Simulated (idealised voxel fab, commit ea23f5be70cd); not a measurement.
Herein follows the process module entitled voxel ribs on slabs.
Displayed cross-section: cut, width of 175 nm, square cells sized 5 nm.
Cross-section = grid of square cells, listed top down in bands; band = one or more rows. Basically the band line says how high the top is and how high the bottom is, in nm, and then what's in it from left to right, every material with its width in nm. Empty space shows up as "air", and if a single material carries "full width" it runs the full band edge to edge. Height is counted from the level 0, under which the received wafer is composed throughout of one material. The lowest of the bands is not closed at the bottom but continues downward, in the notation "top 0, no bottom". Think of "30..40" as a width that walks from the first number to the second as you go down the band, top row to bottom row, taking equal-sized steps from row to row. Step note "all unchanged" = no cross-section cell changed. Entry "Listed closed voids" = empty spaces >= 8 cells with no open way to the top; each as width x height at distance, distance from left edge, all nm. Text after the settings on a step's line: the simulator's own remark on that step. "overlay nm" on a masked step: distance the mask lay right of its planned place, negative for left.
# The process steps that were planned are listed below
1 RECEIVE [material Si]
2 DIRECTIONAL_DEP [material SiO2] [thk nm 30]
3 DIRECTIONAL_DEP [material SiN] [thk nm 15]
4 DIRECTIONAL_DEP [material aC] [thk nm 15]
5 PATTERN [tone cover] [mask id RIB] [material resist] [width nm 15] [thk nm 35] [overlay nm 0]
6 DIRECTIONAL_ETCH [etch materials aC] [depth nm 15]
7 STRIP [etch materials resist]
8 DIRECTIONAL_ETCH [etch materials SiN] [depth nm 5]
9 STRIP [etch materials aC]
10 DIRECTIONAL_DEP [material aC] [thk nm 15]
11 PATTERN [tone cover] [mask id SLAB] [material resist] [width nm 45] [thk nm 35] [overlay nm 0]
12 DIRECTIONAL_ETCH [etch materials aC] [depth nm 15]
13 STRIP [etch materials resist]
14 DIRECTIONAL_ETCH [etch materials SiN] [depth nm 10]
15 STRIP [etch materials aC]
16 FILL_DEP [material SiO2] [thk nm 20]
17 CMP [height nm 55]
18 DIRECTIONAL_DEP [material W] [thk nm 10]
19 DIRECTIONAL_DEP [material aC] [thk nm 10]
20 PATTERN [tone cover] [mask id HEATER] [material resist] [width nm 25] [thk nm 30] [overlay nm 0]
21 DIRECTIONAL_ETCH [etch materials aC] [depth nm 10]
22 STRIP [etch materials resist]
23 DIRECTIONAL_ETCH [etch materials W] [depth nm 10]
24 STRIP [etch materials aC]
25 CONFORMAL_DEP [material SiN] [thk nm 10]
# Wafer cross-section on receipt, i.e. after step 1
top 0, no bottom  Si full width
Listed closed voids: none
# Module complete - cross-section of the first of two wafers, run according to plan
top 75, bottom 65  air: 65 | SiN: 45 | air: 65
top 65, bottom 55  SiN: 75 | W: 25 | SiN: 75
top 55, bottom 45  SiO2 full width
top 45, bottom 40  SiO2: 80 | SiN: 15 | SiO2: 80
top 40, bottom 30  SiO2: 65 | SiN: 45 | SiO2: 65
top 30, bottom 0  SiO2 full width
top 0, no bottom  Si full width
Listed closed voids: none
# second wafer at the end: like start, like plan, one mistake
top 75, bottom 65  air: 65 | SiN: 45 | air: 65
top 65, bottom 55  SiN: 75 | W: 25 | SiN: 75
top 55, bottom 15  SiO2 full width
top 15, bottom 0  SiN full width
top 0, no bottom  Si full width
Listed closed voids: none
Short version of what went wrong: so 2 and 3 got swapped relative to the plan, each ran where the other was supposed to
FYI, end of process, the second wafer has more or fewer cells of some materials than the first: SiN +84 | SiO2 -84
